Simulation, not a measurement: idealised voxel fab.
process module | voxel self aligned vias
The figure presents cross-section cut, which has a width of 225 nm and is divided into square cells with an edge length of 5 nm.
Cross-section, as written here: a square-cell grid given band by band from the top down, where a band holds one or more rows of cells.
First you get the band's top height and its bottom height, in nm, and then the materials it's made of, left to right, with each width in nm. If you see a single material with "throughout", that one covers the band edge to edge. "air" is empty space.
Height reference: 0 = level under which incoming wafer is all one material. Lowest band: no bottom, runs on downward, e.g. "0 down".
Think of "30..40" as a width that walks from the first number to the second as you go down the band, top row to bottom row, taking equal-sized steps from row to row.
Take "no modifications" at face value: in the step it is given for, the cross-section changed in none of its cells.
Look at "Entrapped voids" for the closed voids: empty spaces with no open path to the top, sized 8 cells or up. Each is width x height at distance, distance from the left edge, all nm.
That trailing text on a step's line, after the settings, is the simulator's own remark on the step.
"overlay nm", when on a step's line for a step with a mask, measures how far to the right of its planned place the mask lay; a negative measure means to the left.

PLANNED STEP LIST FOR THE PROCESS
1. RECEIVE,material Si
2. CONFORMAL_DEP,material SiO2,thk nm 15
3. CONFORMAL_DEP,material SiCN,thk nm 5
4. DIRECTIONAL_DEP,material SiO2,thk nm 25
5. DIRECTIONAL_DEP,material aC,thk nm 10
6. PATTERN,tone open,mask id LINES,material resist,width nm 30,pitch nm 55,thk nm 25,overlay nm 0
7. DIRECTIONAL_ETCH,etch materials aC,depth nm 10
8. STRIP,etch materials resist
9. DIRECTIONAL_ETCH,etch materials SiO2,depth nm 25
10. STRIP,etch materials aC
11. CONFORMAL_DEP,material TiN,thk nm 5
12. FILL_DEP,material Ru,thk nm 10
13. CMP,height nm 45
14. SELECTIVE_ETCH,etch materials W Ru TiN,depth nm 10
15. FILL_DEP,material SiN,thk nm 10
16. CMP,height nm 45
17. DIRECTIONAL_DEP,material SiO2,thk nm 15
18. DIRECTIONAL_DEP,material aC,thk nm 15
19. PATTERN,tone open,mask id VIAS,material resist,width nm 40,thk nm 35,overlay nm 0
20. DIRECTIONAL_ETCH,etch materials aC,depth nm 15
21. STRIP,etch materials resist
22. DIRECTIONAL_ETCH,etch materials SiO2,depth nm 15
23. DIRECTIONAL_ETCH,etch materials SiN,depth nm 10
24. STRIP,etch materials aC
25. CONFORMAL_DEP,material TiN,thk nm 5
26. FILL_DEP,material Ru,thk nm 10
27. CMP,height nm 60
28. CONFORMAL_DEP,material SiN,thk nm 5

THE CROSS-SECTION HERE SHOWS THE WAFER AS RECEIVED, I.E. IN ITS STATE AFTER STEP 1
  0 down: Si throughout
  Entrapped voids: none

CROSS-SECTIONAL IMAGE OF THE FIRST OF TWO WAFERS AT THE END OF THE MODULE, THE RUN HAVING PROCEEDED AS PLANNED
  65 to 60: SiN throughout
  60 to 50: 65 of SiO2, 5 of TiN, 30 of Ru, 5 of TiN, 120 of SiO2
  50 to 45: 65 of SiO2, 10 of TiN, 20 of Ru, 10 of TiN, 120 of SiO2
  45 to 40: 70 of SiO2, 5 of TiN, 20 of Ru, 5 of TiN, 25 of SiO2, 30 of SiN, 70 of SiO2
  40 to 35: 70 of SiO2, 30 of TiN, 25 of SiO2, 30 of SiN, 70 of SiO2
  35 to 25: 70 of SiO2, 5 of TiN, 20 of Ru, 5 of TiN, 25 of SiO2, 5 of TiN, 20 of Ru, 5 of TiN, 70 of SiO2
  25 to 20: 70 of SiO2, 30 of TiN, 25 of SiO2, 30 of TiN, 70 of SiO2
  20 to 15: SiCN throughout
  15 to 0: SiO2 throughout
  0 down: Si throughout
  Entrapped voids: none

CROSS-SECTIONAL IMAGE OF THE SECOND WAFER OF THE TWO FOLLOWING COMPLETION OF THE MODULE. STARTING STATE AND PROCESS PLAN WERE THE SAME AS FOR THE FIRST WAFER; ONE EXECUTION ERROR OCCURRED
  65 to 60: SiN throughout
  60 to 50: 65 of SiO2, 5 of TiN, 30 of Ru, 5 of TiN, 120 of SiO2
  50 to 45: 65 of SiO2, 40 of TiN, 120 of SiO2
  45 to 35: 70 of SiO2, 30 of W, 25 of SiO2, 30 of W, 70 of SiO2
  35 to 25: 70 of SiO2, 5 of TiN, 20 of Ru, 5 of TiN, 25 of SiO2, 5 of TiN, 20 of Ru, 5 of TiN, 70 of SiO2
  25 to 20: 70 of SiO2, 30 of TiN, 25 of SiO2, 30 of TiN, 70 of SiO2
  20 to 15: SiCN throughout
  15 to 0: SiO2 throughout
  0 down: Si throughout
  Entrapped voids: none
What went wrong in running the wafer? contrary to plan, step 15 was performed as FILL_DEP,material W,thk nm 10
Final tally in cells, some materials are higher or lower on the second wafer than on the first: Ru: 8 fewer; SiN: 12 fewer; TiN: 4 fewer; W: 24 more
